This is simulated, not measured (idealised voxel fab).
voxel transistor to metal: a process module
Xsec cut, 180 nm wide, square cell size 5 nm.
Cross-section, as written here: a square-cell grid given band by band from the top down, where a band holds one or more rows of cells. The entry gives the band's vertical extent as a top height and a bottom height in nm, then its horizontal make-up as materials from left to right, each with a width in nm. "blank" stands for empty space; a single material marked "throughout" fills the band edge to edge. Measure heights from 0. That's the level where, below it, the as-received wafer is all one material. The lowest band is bottomless and extends downward; write it as in "top 0, no bottom". Top row gets the first number, bottom row gets the second, and each row in between changes by the same step: that is how a band width like "30..40" works. "stayed the same" (step): cross-section cells unchanged, all of them. For the entry "Entrapped voids", the listed items are empty spaces with no open way to the top whose size is 8 cells or more; each item follows the pattern width x height at distance, where distance is from the left edge and all three are in nm. Heads up: the bit after the settings on a step's line is the simulator's remark on that step. A step line may carry the setting "overlay nm", which, for steps involving a mask, states the distance by which the mask lay to the right of its intended position; negative values denote displacement to the left.

[The steps planned for the process are as follows]
- 1: RECEIVE, material Si
- 2: OXIDIZE, depth nm 5
- 3: CONFORMAL_DEP, material SiN, thk nm 10
- 4: PATTERN, tone cover, mask id ACTIVE, material resist, width nm 95, thk nm 15, overlay nm 0
- 5: DIRECTIONAL_ETCH, etch materials SiN, depth nm 10
- 6: DIRECTIONAL_ETCH, etch materials SiO2, depth nm 5
- 7: DIRECTIONAL_ETCH, etch materials Si, depth nm 25
- 8: STRIP, etch materials resist
- 9: OXIDIZE, depth nm 5
- 10: FILL_DEP, material SiO2, thk nm 15
- 11: CMP, height nm 10
- 12: SELECTIVE_ETCH, etch materials SiO2, depth nm 5
- 13: STRIP, etch materials SiN
- 14: SELECTIVE_ETCH, etch materials SiO2, depth nm 5
- 15: OXIDIZE, depth nm 5
- 16: DIRECTIONAL_DEP, material polySi, thk nm 20
- 17: DIRECTIONAL_DEP, material SiCN, thk nm 10
- 18: MASKED_ETCH, tone cover, mask id GATE, width nm 15, etch materials SiCN, depth nm 20, overlay nm 0
- 19: MASKED_ETCH, tone cover, mask id GATE, width nm 15, etch materials polySi, depth nm 30, overlay nm 0
- 20: CONFORMAL_DEP, material SiO2, thk nm 5
- 21: DIRECTIONAL_ETCH, etch materials SiO2, depth nm 5
- 22: CONFORMAL_DEP, material SiN, thk nm 10
- 23: DIRECTIONAL_ETCH, etch materials SiN, depth nm 10
- 24: DIRECTIONAL_ETCH, etch materials SiO2, depth nm 5
- 25: DIRECTIONAL_ETCH, etch materials Si, depth nm 15
- 26: EPI, material nSi, thk nm 20
- 27: FILL_DEP, material SiO2, thk nm 5
- 28: CMP, height nm 25
- 29: DIRECTIONAL_DEP, material SiO2, thk nm 10
- 30: PATTERN, tone open, mask id CONTACT, material resist, width nm 25, pitch nm 50, thk nm 15, overlay nm 0
- 31: DIRECTIONAL_ETCH, etch materials SiO2, depth nm 25
- 32: STRIP, etch materials resist
- 33: CONFORMAL_DEP, material TiN, thk nm 5
- 34: FILL_DEP, material Ru, thk nm 5
- 35: CMP, height nm 35
- 36: CONFORMAL_DEP, material SiN, thk nm 5
- 37: DIRECTIONAL_DEP, material lowk, thk nm 20
- 38: PATTERN, tone open, mask id METAL_1, material resist, width nm 15, pitch nm 60, thk nm 20, overlay nm 0
- 39: DIRECTIONAL_ETCH, etch materials lowk, depth nm 20
- 40: DIRECTIONAL_ETCH, etch materials SiN, depth nm 5
- 41: STRIP, etch materials resist
- 42: CONFORMAL_DEP, material TiN, thk nm 5
- 43: FILL_DEP, material W, thk nm 5
- 44: CMP, height nm 60
- 45: CONFORMAL_DEP, material SiCN, thk nm 5

[As-received wafer cross-section (after step 1)]
> top 0, no bottom | Si throughout
> Entrapped voids: none

[Cross-sectional result after module completion. Note: starting condition and plan are unchanged from above; one processing mistake was made]
> top 65, bottom 60 | SiCN throughout
> top 60, bottom 40 | 50 of lowk, then 5 of TiN, then 5 of W, then 5 of TiN, then 45 of lowk, then 5 of TiN, then 5 of W, then 5 of TiN, then 55 of lowk
> top 40, bottom 35 | 50 of SiN, then 15 of TiN, then 45 of SiN, then 15 of TiN, then 55 of SiN
> top 35, bottom 30 | 45 of Ru, then 5 of TiN, then 25 of SiO2, then 5 of TiN, then 15 of Ru, then 5 of TiN, then 25 of SiO2, then 5 of TiN, then 50 of Ru
> top 30, bottom 25 | 45 of Ru, then 5 of TiN, then 25 of SiO2, then 25 of TiN, then 25 of SiO2, then 5 of TiN, then 50 of Ru
> top 25, bottom 15 | 45 of Ru, then 5 of TiN, then 15 of SiO2, then 10 of SiN, then 5 of TiN, then 15 of SiCN, then 5 of TiN, then 10 of SiN, then 15 of SiO2, then 5 of TiN, then 50 of Ru
> top 15, bottom 10 | 50 of TiN, then 15 of SiO2, then 10 of SiN, then 5 of TiN, then 15 of polySi, then 5 of TiN, then 10 of SiN, then 15 of SiO2, then 55 of TiN
> top 10, bottom 0 | 40 of SiO2, then 25 of nSi, then 10 of SiN, then 5 of SiO2, then 15 of polySi, then 5 of SiO2, then 10 of SiN, then 25 of nSi, then 45 of SiO2
> top 0, bottom -5 | 40 of SiO2, then 10 of SiN, then 15 of nSi, then 10 of SiN, then 5 of SiO2, then 15 of polySi, then 5 of SiO2, then 10 of SiN, then 15 of nSi, then 10 of SiN, then 45 of SiO2
> top -5, bottom -10 | 50 of SiO2, then 15 of nSi, then 45 of SiO2, then 15 of nSi, then 55 of SiO2
> top -10, bottom -25 | 45 of SiO2, then 5 of Si, then 15 of nSi, then 45 of Si, then 15 of nSi, then 5 of Si, then 50 of SiO2
> top -25, bottom -35 | 45 of SiO2, then 85 of Si, then 50 of SiO2
> top -35, no bottom | Si throughout
> Entrapped voids: none
Want to know what went wrong? the process deviated at step 30: the operation and settings actually run there were PATTERN, tone cover, mask id CONTACT, material resist, width nm 25, pitch nm 50, thk nm 15, overlay nm 0
